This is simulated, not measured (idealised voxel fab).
Process module in this document: voxel quadruple lines
We display cut, a cross-section 245 nm in width whose square cells are each 5 nm.
We lay out every cross-section as a grid of square cells and spell it out in bands from the top down, where one band means one or more rows of cells.
Top height, bottom height, nm. Materials left to right, width each, nm. Single material + "full width" = fills band edge to edge. "empty" = empty.
Height 0 is the level under which the wafer as received is all one material. The lowest band goes on downwards, as in "0 -> down".
A two-number width, for instance "30->40", indicates that the width is equal to the first number in the top row of the band and to the second number in the bottom row, and that it changes by a constant amount per row of cells.
"no alteration" means the step left every cell of the cross-section as it was.
Entry "Voids, sealed" = empty spaces >= 8 cells with no open way to the top; each as width x height at distance, distance from left edge, all nm.
after a step's settings: what the simulator itself notes on the step
"overlay nm", when on a step's line for a step with a mask, measures how far to the right of its planned place the mask lay; a negative measure means to the left.
### Planned step list for the process
| 1 | RECEIVE | material Si |
| 2 | CONFORMAL_DEP | material Al2O3 | thk nm 10 |
| 3 | DIRECTIONAL_DEP | material TiN | thk nm 10 |
| 4 | DIRECTIONAL_DEP | material polySi | thk nm 15 |
| 5 | DIRECTIONAL_DEP | material aC | thk nm 25 |
| 6 | PATTERN | tone cover | mask id MANDREL | material resist | width nm 25 | pitch nm 80 | thk nm 35 | overlay nm -15 |
| 7 | DIRECTIONAL_ETCH | etch materials aC | depth nm 25 |
| 8 | STRIP | etch materials resist |
| 9 | CONFORMAL_DEP | material SiO2 | thk nm 15 |
| 10 | DIRECTIONAL_ETCH | etch materials SiO2 | depth nm 15 |
| 11 | STRIP | etch materials aC |
| 12 | DIRECTIONAL_ETCH | etch materials polySi | depth nm 15 |
| 13 | STRIP | etch materials SiO2 |
| 14 | CONFORMAL_DEP | material SiN | thk nm 5 |
| 15 | DIRECTIONAL_ETCH | etch materials SiN | depth nm 5 |
| 16 | STRIP | etch materials polySi |
| 17 | DIRECTIONAL_ETCH | etch materials TiN | depth nm 10 |
| 18 | STRIP | etch materials SiN |
The value of overlay nm given for step 6 in the plan refers to the first wafer; the wafers vary in this setting and are alike at the start.
### As-received state after step 1, first of several wafers, cross-section
	0 -> down: Si full width
	Voids, sealed: none
### each wafer at the end: cells of each material gained (+) or lost (-) since it was received, then its closed voids
overlay nm -15; +98 Al2O3; +16 TiN; Voids, sealed: none
overlay nm -10; +98 Al2O3; +16 TiN; Voids, sealed: none
overlay nm -5; +98 Al2O3; +16 TiN; Voids, sealed: none
overlay nm 0; +98 Al2O3; +16 TiN; Voids, sealed: none
overlay nm 5; +98 Al2O3; +16 TiN; Voids, sealed: none
overlay nm 10; +98 Al2O3; +16 TiN; Voids, sealed: none
overlay nm 15; +98 Al2O3; +16 TiN; Voids, sealed: none
